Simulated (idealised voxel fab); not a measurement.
The name of this process module is voxel trench capacitor.
Cross-sectional view cut (width: 185 nm; square cell size: 5 nm).
Cross-section = grid of square cells, listed top down in bands; band = one or more rows. Band: top and bottom heights (nm) first, top before bottom; then materials from left to right, widths in nm. "throughout" marks a sole material filling the band edge to edge. "blank" denotes empty space. A quick word on heights: they are counted from 0, and under that level the wafer as it came to us is one material throughout. The lowest band is different from the rest in having no bottom; it simply continues downward, written as in "0 -> down". Per-row width for "30 to 40": begins at first number (top row of band), ends at second number (bottom row), increment between rows held constant. Reading "nothing altered" for a step: not a cell of the cross-section changed in it. Empty spaces counting at least 8 cells and having no open way to the top are listed in "Enclosed void entries". The notation width x height at distance is used for each, the distance being from the left edge and all three values in nm. Post-settings text on a step line: simulator's own remark regarding the step. What "overlay nm" on a step's line means: if the step has a mask, that mask lay this far to the right of its planned place, or, when the value is negative, to the left.
[plan]
step 1: RECEIVE | material Si
step 2: CONFORMAL_DEP | material SiN | thk nm 5
step 3: DIRECTIONAL_DEP | material aC | thk nm 15
step 4: PATTERN | tone open | mask id TRENCH | material resist | width nm 25 | pitch nm 40 | thk nm 35 | overlay nm 0
step 5: DIRECTIONAL_ETCH | etch materials aC | depth nm 15
step 6: STRIP | etch materials resist
step 7: DIRECTIONAL_ETCH | etch materials SiN | depth nm 5
step 8: DIRECTIONAL_ETCH | etch materials Si | depth nm 30
step 9: STRIP | etch materials aC
step 10: CONFORMAL_DEP | material HfO2 | thk nm 5
step 11: CONFORMAL_DEP | material TiN | thk nm 5
step 12: FILL_DEP | material W | thk nm 10
step 13: CMP | height nm 5
[So, the first of our two wafers, run just as we planned it]
[So this is the incoming wafer in cross-section - it's already been through step 1]
	0 -> down | Si throughout
	Enclosed void entries: none
[How the wafer stands in section after step 2]
	5 -> 0 | SiN throughout
	Under 0: no change, same as before.
[How the wafer stands in section after step 3]
	20 -> 5 | aC throughout
	Under 5: no change, same as before.
[How the wafer stands in section after step 4]
	55 -> 20 | resist 40 nm / blank 25 nm / resist 15 nm / blank 25 nm / resist 15 nm / blank 25 nm / resist 40 nm
	Under 20: no change, same as before.
[How the wafer stands in section after step 5]
	40 -> 20 | resist 40 nm / blank 25 nm / resist 15 nm / blank 25 nm / resist 15 nm / blank 25 nm / resist 40 nm
	20 -> 5 | aC 40 nm / blank 25 nm / aC 15 nm / blank 25 nm / aC 15 nm / blank 25 nm / aC 40 nm
	Under 5: no change, same as before.
[How the wafer stands in section after step 6]
	20 -> 5 | aC 40 nm / blank 25 nm / aC 15 nm / blank 25 nm / aC 15 nm / blank 25 nm / aC 40 nm
	Under 5: no change, same as before.
[How the wafer stands in section after step 7]
	20 -> 5 | aC 40 nm / blank 25 nm / aC 15 nm / blank 25 nm / aC 15 nm / blank 25 nm / aC 40 nm
	5 -> 0 | SiN 40 nm / blank 25 nm / SiN 15 nm / blank 25 nm / SiN 15 nm / blank 25 nm / SiN 40 nm
	Under 0: no change, same as before.
[How the wafer stands in section after step 8]
	20 -> 5 | aC 40 nm / blank 25 nm / aC 15 nm / blank 25 nm / aC 15 nm / blank 25 nm / aC 40 nm
	5 -> 0 | SiN 40 nm / blank 25 nm / SiN 15 nm / blank 25 nm / SiN 15 nm / blank 25 nm / SiN 40 nm
	0 -> -30 | Si 40 nm / blank 25 nm / Si 15 nm / blank 25 nm / Si 15 nm / blank 25 nm / Si 40 nm
	Under -30: no change, same as before.
[How the wafer stands in section after step 9]
	5 -> 0 | SiN 40 nm / blank 25 nm / SiN 15 nm / blank 25 nm / SiN 15 nm / blank 25 nm / SiN 40 nm
	Under 0: no change, same as before.
[How the wafer stands in section after step 10]
	10 -> 5 | HfO2 45 nm / blank 15 nm / HfO2 25 nm / blank 15 nm / HfO2 25 nm / blank 15 nm / HfO2 45 nm
	5 -> 0 | SiN 40 nm / HfO2 5 nm / blank 15 nm / HfO2 5 nm / SiN 15 nm / HfO2 5 nm / blank 15 nm / HfO2 5 nm / SiN 15 nm / HfO2 5 nm / blank 15 nm / HfO2 5 nm / SiN 40 nm
	0 -> -25 | Si 40 nm / HfO2 5 nm / blank 15 nm / HfO2 5 nm / Si 15 nm / HfO2 5 nm / blank 15 nm / HfO2 5 nm / Si 15 nm / HfO2 5 nm / blank 15 nm / HfO2 5 nm / Si 40 nm
	-25 -> -30 | Si 40 nm / HfO2 25 nm / Si 15 nm / HfO2 25 nm / Si 15 nm / HfO2 25 nm / Si 40 nm
	Under -30: no change, same as before.
[How the wafer stands in section after step 11]
	15 -> 10 | TiN 50 nm / blank 5 nm / TiN 35 nm / blank 5 nm / TiN 35 nm / blank 5 nm / TiN 50 nm
	10 -> 5 | HfO2 45 nm / TiN 5 nm / blank 5 nm / TiN 5 nm / HfO2 25 nm / TiN 5 nm / blank 5 nm / TiN 5 nm / HfO2 25 nm / TiN 5 nm / blank 5 nm / TiN 5 nm / HfO2 45 nm
	5 -> 0 | SiN 40 nm / HfO2 5 nm / TiN 5 nm / blank 5 nm / TiN 5 nm / HfO2 5 nm / SiN 15 nm / HfO2 5 nm / TiN 5 nm / blank 5 nm / TiN 5 nm / HfO2 5 nm / SiN 15 nm / HfO2 5 nm / TiN 5 nm / blank 5 nm / TiN 5 nm / HfO2 5 nm / SiN 40 nm
	0 -> -20 | Si 40 nm / HfO2 5 nm / TiN 5 nm / blank 5 nm / TiN 5 nm / HfO2 5 nm / Si 15 nm / HfO2 5 nm / TiN 5 nm / blank 5 nm / TiN 5 nm / HfO2 5 nm / Si 15 nm / HfO2 5 nm / TiN 5 nm / blank 5 nm / TiN 5 nm / HfO2 5 nm / Si 40 nm
	-20 -> -25 | Si 40 nm / HfO2 5 nm / TiN 15 nm / HfO2 5 nm / Si 15 nm / HfO2 5 nm / TiN 15 nm / HfO2 5 nm / Si 15 nm / HfO2 5 nm / TiN 15 nm / HfO2 5 nm / Si 40 nm
	Under -25: no change, same as before.
[How the wafer stands in section after step 12]
	25 -> 15 | W throughout
	15 -> 10 | TiN 50 nm / W 5 nm / TiN 35 nm / W 5 nm / TiN 35 nm / W 5 nm / TiN 50 nm
	10 -> 5 | HfO2 45 nm / TiN 5 nm / W 5 nm / TiN 5 nm / HfO2 25 nm / TiN 5 nm / W 5 nm / TiN 5 nm / HfO2 25 nm / TiN 5 nm / W 5 nm / TiN 5 nm / HfO2 45 nm
	5 -> 0 | SiN 40 nm / HfO2 5 nm / TiN 5 nm / W 5 nm / TiN 5 nm / HfO2 5 nm / SiN 15 nm / HfO2 5 nm / TiN 5 nm / W 5 nm / TiN 5 nm / HfO2 5 nm / SiN 15 nm / HfO2 5 nm / TiN 5 nm / W 5 nm / TiN 5 nm / HfO2 5 nm / SiN 40 nm
	0 -> -20 | Si 40 nm / HfO2 5 nm / TiN 5 nm / W 5 nm / TiN 5 nm / HfO2 5 nm / Si 15 nm / HfO2 5 nm / TiN 5 nm / W 5 nm / TiN 5 nm / HfO2 5 nm / Si 15 nm / HfO2 5 nm / TiN 5 nm / W 5 nm / TiN 5 nm / HfO2 5 nm / Si 40 nm
	Under -20: no change, same as before.
[How the wafer stands in section after step 13]
	5 -> 0 | SiN 40 nm / HfO2 5 nm / TiN 5 nm / W 5 nm / TiN 5 nm / HfO2 5 nm / SiN 15 nm / HfO2 5 nm / TiN 5 nm / W 5 nm / TiN 5 nm / HfO2 5 nm / SiN 15 nm / HfO2 5 nm / TiN 5 nm / W 5 nm / TiN 5 nm / HfO2 5 nm / SiN 40 nm
	Under 0: no change, same as before.
[Wafer two. Identical start, identical plan. One mistake in execution. Identical history through step 3]
[X-section, second wafer, when step 4 was due to finish]
	55 -> 20 | resist 50 nm / blank 25 nm / resist 15 nm / blank 25 nm / resist 15 nm / blank 25 nm / resist 30 nm
	Under 20: no change, same as before.
[X-section, second wafer, when step 5 was due to finish]
	40 -> 20 | resist 50 nm / blank 25 nm / resist 15 nm / blank 25 nm / resist 15 nm / blank 25 nm / resist 30 nm
	20 -> 5 | aC 50 nm / blank 25 nm / aC 15 nm / blank 25 nm / aC 15 nm / blank 25 nm / aC 30 nm
	Under 5: no change, same as before.
[X-section, second wafer, when step 6 was due to finish]
	20 -> 5 | aC 50 nm / blank 25 nm / aC 15 nm / blank 25 nm / aC 15 nm / blank 25 nm / aC 30 nm
	Under 5: no change, same as before.
[X-section, second wafer, when step 7 was due to finish]
	20 -> 5 | aC 50 nm / blank 25 nm / aC 15 nm / blank 25 nm / aC 15 nm / blank 25 nm / aC 30 nm
	5 -> 0 | SiN 50 nm / blank 25 nm / SiN 15 nm / blank 25 nm / SiN 15 nm / blank 25 nm / SiN 30 nm
	Under 0: no change, same as before.
[X-section, second wafer, when step 8 was due to finish]
	20 -> 5 | aC 50 nm / blank 25 nm / aC 15 nm / blank 25 nm / aC 15 nm / blank 25 nm / aC 30 nm
	5 -> 0 | SiN 50 nm / blank 25 nm / SiN 15 nm / blank 25 nm / SiN 15 nm / blank 25 nm / SiN 30 nm
	0 -> -30 | Si 50 nm / blank 25 nm / Si 15 nm / blank 25 nm / Si 15 nm / blank 25 nm / Si 30 nm
	Under -30: no change, same as before.
[X-section, second wafer, when step 9 was due to finish]
	5 -> 0 | SiN 50 nm / blank 25 nm / SiN 15 nm / blank 25 nm / SiN 15 nm / blank 25 nm / SiN 30 nm
	Under 0: no change, same as before.
[X-section, second wafer, when step 10 was due to finish]
	10 -> 5 | HfO2 55 nm / blank 15 nm / HfO2 25 nm / blank 15 nm / HfO2 25 nm / blank 15 nm / HfO2 35 nm
	5 -> 0 | SiN 50 nm / HfO2 5 nm / blank 15 nm / HfO2 5 nm / SiN 15 nm / HfO2 5 nm / blank 15 nm / HfO2 5 nm / SiN 15 nm / HfO2 5 nm / blank 15 nm / HfO2 5 nm / SiN 30 nm
	0 -> -25 | Si 50 nm / HfO2 5 nm / blank 15 nm / HfO2 5 nm / Si 15 nm / HfO2 5 nm / blank 15 nm / HfO2 5 nm / Si 15 nm / HfO2 5 nm / blank 15 nm / HfO2 5 nm / Si 30 nm
	-25 -> -30 | Si 50 nm / HfO2 25 nm / Si 15 nm / HfO2 25 nm / Si 15 nm / HfO2 25 nm / Si 30 nm
	Under -30: no change, same as before.
[X-section, second wafer, when step 11 was due to finish]
	15 -> 10 | TiN 60 nm / blank 5 nm / TiN 35 nm / blank 5 nm / TiN 35 nm / blank 5 nm / TiN 40 nm
	10 -> 5 | HfO2 55 nm / TiN 5 nm / blank 5 nm / TiN 5 nm / HfO2 25 nm / TiN 5 nm / blank 5 nm / TiN 5 nm / HfO2 25 nm / TiN 5 nm / blank 5 nm / TiN 5 nm / HfO2 35 nm
	5 -> 0 | SiN 50 nm / HfO2 5 nm / TiN 5 nm / blank 5 nm / TiN 5 nm / HfO2 5 nm / SiN 15 nm / HfO2 5 nm / TiN 5 nm / blank 5 nm / TiN 5 nm / HfO2 5 nm / SiN 15 nm / HfO2 5 nm / TiN 5 nm / blank 5 nm / TiN 5 nm / HfO2 5 nm / SiN 30 nm
	0 -> -20 | Si 50 nm / HfO2 5 nm / TiN 5 nm / blank 5 nm / TiN 5 nm / HfO2 5 nm / Si 15 nm / HfO2 5 nm / TiN 5 nm / blank 5 nm / TiN 5 nm / HfO2 5 nm / Si 15 nm / HfO2 5 nm / TiN 5 nm / blank 5 nm / TiN 5 nm / HfO2 5 nm / Si 30 nm
	-20 -> -25 | Si 50 nm / HfO2 5 nm / TiN 15 nm / HfO2 5 nm / Si 15 nm / HfO2 5 nm / TiN 15 nm / HfO2 5 nm / Si 15 nm / HfO2 5 nm / TiN 15 nm / HfO2 5 nm / Si 30 nm
	Under -25: no change, same as before.
[X-section, second wafer, when step 12 was due to finish]
	25 -> 15 | W throughout
	15 -> 10 | TiN 60 nm / W 5 nm / TiN 35 nm / W 5 nm / TiN 35 nm / W 5 nm / TiN 40 nm
	10 -> 5 | HfO2 55 nm / TiN 5 nm / W 5 nm / TiN 5 nm / HfO2 25 nm / TiN 5 nm / W 5 nm / TiN 5 nm / HfO2 25 nm / TiN 5 nm / W 5 nm / TiN 5 nm / HfO2 35 nm
	5 -> 0 | SiN 50 nm / HfO2 5 nm / TiN 5 nm / W 5 nm / TiN 5 nm / HfO2 5 nm / SiN 15 nm / HfO2 5 nm / TiN 5 nm / W 5 nm / TiN 5 nm / HfO2 5 nm / SiN 15 nm / HfO2 5 nm / TiN 5 nm / W 5 nm / TiN 5 nm / HfO2 5 nm / SiN 30 nm
	0 -> -20 | Si 50 nm / HfO2 5 nm / TiN 5 nm / W 5 nm / TiN 5 nm / HfO2 5 nm / Si 15 nm / HfO2 5 nm / TiN 5 nm / W 5 nm / TiN 5 nm / HfO2 5 nm / Si 15 nm / HfO2 5 nm / TiN 5 nm / W 5 nm / TiN 5 nm / HfO2 5 nm / Si 30 nm
	Under -20: no change, same as before.
[X-section, second wafer, when step 13 was due to finish]
	5 -> 0 | SiN 50 nm / HfO2 5 nm / TiN 5 nm / W 5 nm / TiN 5 nm / HfO2 5 nm / SiN 15 nm / HfO2 5 nm / TiN 5 nm / W 5 nm / TiN 5 nm / HfO2 5 nm / SiN 15 nm / HfO2 5 nm / TiN 5 nm / W 5 nm / TiN 5 nm / HfO2 5 nm / SiN 30 nm
	Under 0: no change, same as before.
Misprocessing identified: step 4 was not run as planned; what actually ran was PATTERN | tone open | mask id TRENCH | material resist | width nm 25 | pitch nm 40 | thk nm 35 | overlay nm 10
Same inventory, different map: at the end, the second wafer holds as many cells of each material as the first, placed elsewhere.
